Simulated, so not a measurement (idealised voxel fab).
The following process module bears the name voxel plated lines.
This is section cut - it's 185 nm across, gridded in 5 nm square cells.
A cross-section is a grid of square cells, given in bands from the top down. A band is one or more rows of cells.
For a band, the entry starts with two heights in nm, that of the top and then that of the bottom, and carries on with the band's materials in order from left to right, each alongside its width in nm; the word "throughout" beside a single material means it fills the band edge to edge, and "blank" means empty space.
Height reference: 0 = level under which incoming wafer is all one material. Lowest band: no bottom, runs on downward, e.g. "0 and below".
A width given as "30..40" starts at the first number in the band's top row and ends at the second number in its bottom row, shifting by an equal amount at every step from row to row.
"no alteration" -> step changed no cross-section cell.
"Closed void listing": sealed empty spaces, 8 cells or more, no open way to top, listed width x height at distance, with distance from the left edge and width, height and distance in nm.
Whatever follows a step's settings on its line is a remark the simulator itself makes about that step.
You can add "overlay nm" to a step's line. For a step with a mask, it describes how far the mask lay to the right of its planned position, and a negative number describes a lay to the left.
-- Planned process steps
1 RECEIVE with material Si
2 CONFORMAL_DEP with material Al2O3, thk nm 5
3 DIRECTIONAL_DEP with material TiN, thk nm 5
4 PATTERN with tone open, mask id LINES, material resist, width nm 20, pitch nm 40, thk nm 20, overlay nm 0
5 EPI with material Ru, thk nm 10
6 STRIP with etch materials resist
7 DIRECTIONAL_ETCH with etch materials TiN, depth nm 5
8 CONFORMAL_DEP with material SiN, thk nm 5
-- First of two wafers - as planned
-- This is the cross-section of the wafer as we received it, i.e. after step 1
    0 and below  Si throughout
    Closed void listing: none
-- Step 2 complete: cross-section through the wafer
    5 down to 0  Al2O3 throughout
    Below 0 it's all the same as before, nothing changed down there.
-- Step 3 complete: cross-section through the wafer
    10 down to 5  TiN throughout
    Below 5 it's all the same as before, nothing changed down there.
-- Step 4 complete: cross-section through the wafer
    30 down to 10  60 of resist / 20 of blank / 20 of resist / 20 of blank / 65 of resist
    Below 10 it's all the same as before, nothing changed down there.
-- Step 5 complete: cross-section through the wafer
    30 down to 20  60 of resist / 20 of blank / 20 of resist / 20 of blank / 65 of resist
    20 down to 10  60 of resist / 20 of Ru / 20 of resist / 20 of Ru / 65 of resist
    Below 10 it's all the same as before, nothing changed down there.
-- Step 6 complete: cross-section through the wafer
    20 down to 10  60 of blank / 20 of Ru / 20 of blank / 20 of Ru / 65 of blank
    Below 10 it's all the same as before, nothing changed down there.
-- Step 7 complete: cross-section through the wafer
    20 down to 10  60 of blank / 20 of Ru / 20 of blank / 20 of Ru / 65 of blank
    10 down to 5  60 of blank / 20 of TiN / 20 of blank / 20 of TiN / 65 of blank
    Below 5 it's all the same as before, nothing changed down there.
-- Step 8 complete: cross-section through the wafer
    25 down to 20  55 of blank / 30 of SiN / 10 of blank / 30 of SiN / 60 of blank
    20 down to 10  55 of blank / 5 of SiN / 20 of Ru / 5 of SiN / 10 of blank / 5 of SiN / 20 of Ru / 5 of SiN / 60 of blank
    10 down to 5  60 of SiN / 20 of TiN / 20 of SiN / 20 of TiN / 65 of SiN
    Below 5 it's all the same as before, nothing changed down there.
-- Regarding the second of the two wafers: it shared the first wafer's starting condition and process plan, yet one error occurred during its execution. Its history coincides with that of the first wafer up to and including step 3
-- Here is the second wafer in cross-section at the point where step 4 of the plan should have been done
    30 down to 10  65 of resist / 15 of blank / 25 of resist / 15 of blank / 65 of resist
    Below 10 it's all the same as before, nothing changed down there.
-- Here is the second wafer in cross-section at the point where step 5 of the plan should have been done
    30 down to 20  65 of resist / 15 of blank / 25 of resist / 15 of blank / 65 of resist
    20 down to 10  65 of resist / 15 of Ru / 25 of resist / 15 of Ru / 65 of resist
    Below 10 it's all the same as before, nothing changed down there.
-- Here is the second wafer in cross-section at the point where step 6 of the plan should have been done
    20 down to 10  65 of blank / 15 of Ru / 25 of blank / 15 of Ru / 65 of blank
    Below 10 it's all the same as before, nothing changed down there.
-- Here is the second wafer in cross-section at the point where step 7 of the plan should have been done
    20 down to 10  65 of blank / 15 of Ru / 25 of blank / 15 of Ru / 65 of blank
    10 down to 5  65 of blank / 15 of TiN / 25 of blank / 15 of TiN / 65 of blank
    Below 5 it's all the same as before, nothing changed down there.
-- Here is the second wafer in cross-section at the point where step 8 of the plan should have been done
    25 down to 20  60 of blank / 25 of SiN / 15 of blank / 25 of SiN / 60 of blank
    20 down to 10  60 of blank / 5 of SiN / 15 of Ru / 5 of SiN / 15 of blank / 5 of SiN / 15 of Ru / 5 of SiN / 60 of blank
    10 down to 5  65 of SiN / 15 of TiN / 25 of SiN / 15 of TiN / 65 of SiN
    Below 5 it's all the same as before, nothing changed down there.
Nonconformance to the process plan: in deviation from the planned setting, step 4 was conducted as PATTERN with tone open, mask id LINES, material resist, width nm 15, pitch nm 40, thk nm 20, overlay nm 0
at the end the second wafer has, in cells: 4 fewer of Ru; 2 fewer of TiN
